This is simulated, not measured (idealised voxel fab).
Process module name: voxel trench capacitor
Shown is cross-section cut, with a width of 205 nm and square cells of size 5 nm.
Throughout this document, each cross-section is represented as a grid of square cells and is presented as a sequence of bands enumerated from the top downward, where a band comprises one or more rows of cells. It is stipulated that each band's entry specify, in nanometres, the height of the top of the band and then that of its bottom, followed by the materials of the band in left-to-right sequence, each together with its width in nanometres. A single material marked by the word "full width" is understood to fill the band from edge to edge; the word "blank" is understood to denote empty space. Heights are reckoned from 0. Under this level, the received wafer is all of one material. The bottommost band is open-ended downward, for example "0 nm and below". Think of "30 to 40" as a width that walks from the first number to the second as you go down the band, top row to bottom row, taking equal-sized steps from row to row. "remained unchanged" after a step means that no cell of the cross-section changed. Any empty space of 8 cells or more lacking an open way to the top shows up in "Catalogued sealed voids" as width x height at distance, distance from the left edge, in nm. Step line, after settings: the simulator's comment on this step. Each step line may optionally specify "overlay nm", which for a step with a mask gives the rightward distance between the mask's planned place and where it lay, a negative value indicating the leftward direction.
Below is the list of planned process steps:
| 1 | RECEIVE,material Si |
| 2 | CONFORMAL_DEP,material SiN,thk nm 10 |
| 3 | DIRECTIONAL_DEP,material aC,thk nm 15 |
| 4 | PATTERN,tone open,mask id TRENCH,material resist,width nm 25,pitch nm 50,thk nm 35,overlay nm 0 |
| 5 | DIRECTIONAL_ETCH,etch materials aC,depth nm 15 |
| 6 | STRIP,etch materials resist |
| 7 | DIRECTIONAL_ETCH,etch materials SiN,depth nm 10 |
| 8 | DIRECTIONAL_ETCH,etch materials Si,depth nm 25 |
| 9 | STRIP,etch materials aC |
| 10 | CONFORMAL_DEP,material SiO2,thk nm 5 |
| 11 | FILL_DEP,material polySi,thk nm 10 |
| 12 | CMP,height nm 10 |
First of two wafers - as planned:
Incoming wafer, cross-sectional view, post step 1:
  0 nm and below: Si full width
  Catalogued sealed voids: none
The following cross-section depicts the wafer upon completion of step 2:
  10 nm to 0 nm: SiN full width
  Under the height 0 nothing was changed.
The following cross-section depicts the wafer upon completion of step 3:
  25 nm to 10 nm: aC full width
  Under the height 10 nothing was changed.
The following cross-section depicts the wafer upon completion of step 4:
  60 nm to 25 nm: 40 of resist  25 of blank  25 of resist  25 of blank  25 of resist  25 of blank  40 of resist
  Under the height 25 nothing was changed.
The following cross-section depicts the wafer upon completion of step 5:
  45 nm to 25 nm: 40 of resist  25 of blank  25 of resist  25 of blank  25 of resist  25 of blank  40 of resist
  25 nm to 10 nm: 40 of aC  25 of blank  25 of aC  25 of blank  25 of aC  25 of blank  40 of aC
  Under the height 10 nothing was changed.
The following cross-section depicts the wafer upon completion of step 6:
  25 nm to 10 nm: 40 of aC  25 of blank  25 of aC  25 of blank  25 of aC  25 of blank  40 of aC
  Under the height 10 nothing was changed.
The following cross-section depicts the wafer upon completion of step 7:
  25 nm to 10 nm: 40 of aC  25 of blank  25 of aC  25 of blank  25 of aC  25 of blank  40 of aC
  10 nm to 0 nm: 40 of SiN  25 of blank  25 of SiN  25 of blank  25 of SiN  25 of blank  40 of SiN
  Under the height 0 nothing was changed.
The following cross-section depicts the wafer upon completion of step 8:
  25 nm to 10 nm: 40 of aC  25 of blank  25 of aC  25 of blank  25 of aC  25 of blank  40 of aC
  10 nm to 0 nm: 40 of SiN  25 of blank  25 of SiN  25 of blank  25 of SiN  25 of blank  40 of SiN
  0 nm to -25 nm: 40 of Si  25 of blank  25 of Si  25 of blank  25 of Si  25 of blank  40 of Si
  Under the height -25 nothing was changed.
The following cross-section depicts the wafer upon completion of step 9:
  10 nm to 0 nm: 40 of SiN  25 of blank  25 of SiN  25 of blank  25 of SiN  25 of blank  40 of SiN
  Under the height 0 nothing was changed.
The following cross-section depicts the wafer upon completion of step 10:
  15 nm to 10 nm: 45 of SiO2  15 of blank  35 of SiO2  15 of blank  35 of SiO2  15 of blank  45 of SiO2
  10 nm to 0 nm: 40 of SiN  5 of SiO2  15 of blank  5 of SiO2  25 of SiN  5 of SiO2  15 of blank  5 of SiO2  25 of SiN  5 of SiO2  15 of blank  5 of SiO2  40 of SiN
  0 nm to -20 nm: 40 of Si  5 of SiO2  15 of blank  5 of SiO2  25 of Si  5 of SiO2  15 of blank  5 of SiO2  25 of Si  5 of SiO2  15 of blank  5 of SiO2  40 of Si
  -20 nm to -25 nm: 40 of Si  25 of SiO2  25 of Si  25 of SiO2  25 of Si  25 of SiO2  40 of Si
  Under the height -25 nothing was changed.
The following cross-section depicts the wafer upon completion of step 11:
  25 nm to 15 nm: polySi full width
  15 nm to 10 nm: 45 of SiO2  15 of polySi  35 of SiO2  15 of polySi  35 of SiO2  15 of polySi  45 of SiO2
  10 nm to 0 nm: 40 of SiN  5 of SiO2  15 of polySi  5 of SiO2  25 of SiN  5 of SiO2  15 of polySi  5 of SiO2  25 of SiN  5 of SiO2  15 of polySi  5 of SiO2  40 of SiN
  0 nm to -20 nm: 40 of Si  5 of SiO2  15 of polySi  5 of SiO2  25 of Si  5 of SiO2  15 of polySi  5 of SiO2  25 of Si  5 of SiO2  15 of polySi  5 of SiO2  40 of Si
  Under the height -20 nothing was changed.
The following cross-section depicts the wafer upon completion of step 12:
  10 nm to 0 nm: 40 of SiN  5 of SiO2  15 of polySi  5 of SiO2  25 of SiN  5 of SiO2  15 of polySi  5 of SiO2  25 of SiN  5 of SiO2  15 of polySi  5 of SiO2  40 of SiN
  Under the height 0 nothing was changed.
The remaining wafer, second of the two, started like the first and was run to the same plan, except that one mistake was made along the way; the two coincide through step 7, inclusive:
When step 8 should have ended:
  10 nm to 0 nm: 40 of SiN  25 of blank  25 of SiN  25 of blank  25 of SiN  25 of blank  40 of SiN
  Under the height 0 nothing was changed.
When step 9 should have ended:
  10 nm to 0 nm: 40 of SiN  25 of blank  25 of SiN  25 of blank  25 of SiN  25 of blank  40 of SiN
  0 nm to -25 nm: 40 of Si  25 of blank  25 of Si  25 of blank  25 of Si  25 of blank  40 of Si
  Under the height -25 nothing was changed.
When step 10 should have ended:
  15 nm to 10 nm: 45 of SiO2  15 of blank  35 of SiO2  15 of blank  35 of SiO2  15 of blank  45 of SiO2
  10 nm to 0 nm: 40 of SiN  5 of SiO2  15 of blank  5 of SiO2  25 of SiN  5 of SiO2  15 of blank  5 of SiO2  25 of SiN  5 of SiO2  15 of blank  5 of SiO2  40 of SiN
  0 nm to -20 nm: 40 of Si  5 of SiO2  15 of blank  5 of SiO2  25 of Si  5 of SiO2  15 of blank  5 of SiO2  25 of Si  5 of SiO2  15 of blank  5 of SiO2  40 of Si
  -20 nm to -25 nm: 40 of Si  25 of SiO2  25 of Si  25 of SiO2  25 of Si  25 of SiO2  40 of Si
  Under the height -25 nothing was changed.
When step 11 should have ended:
  25 nm to 15 nm: polySi full width
  15 nm to 10 nm: 45 of SiO2  15 of polySi  35 of SiO2  15 of polySi  35 of SiO2  15 of polySi  45 of SiO2
  10 nm to 0 nm: 40 of SiN  5 of SiO2  15 of polySi  5 of SiO2  25 of SiN  5 of SiO2  15 of polySi  5 of SiO2  25 of SiN  5 of SiO2  15 of polySi  5 of SiO2  40 of SiN
  0 nm to -20 nm: 40 of Si  5 of SiO2  15 of polySi  5 of SiO2  25 of Si  5 of SiO2  15 of polySi  5 of SiO2  25 of Si  5 of SiO2  15 of polySi  5 of SiO2  40 of Si
  Under the height -20 nothing was changed.
When step 12 should have ended:
  10 nm to 0 nm: 40 of SiN  5 of SiO2  15 of polySi  5 of SiO2  25 of SiN  5 of SiO2  15 of polySi  5 of SiO2  25 of SiN  5 of SiO2  15 of polySi  5 of SiO2  40 of SiN
  Under the height 0 nothing was changed.
Plan not followed: plan steps 8 and 9 run swapped
at the end the two cross-sections are the same: no effect in what this model computes
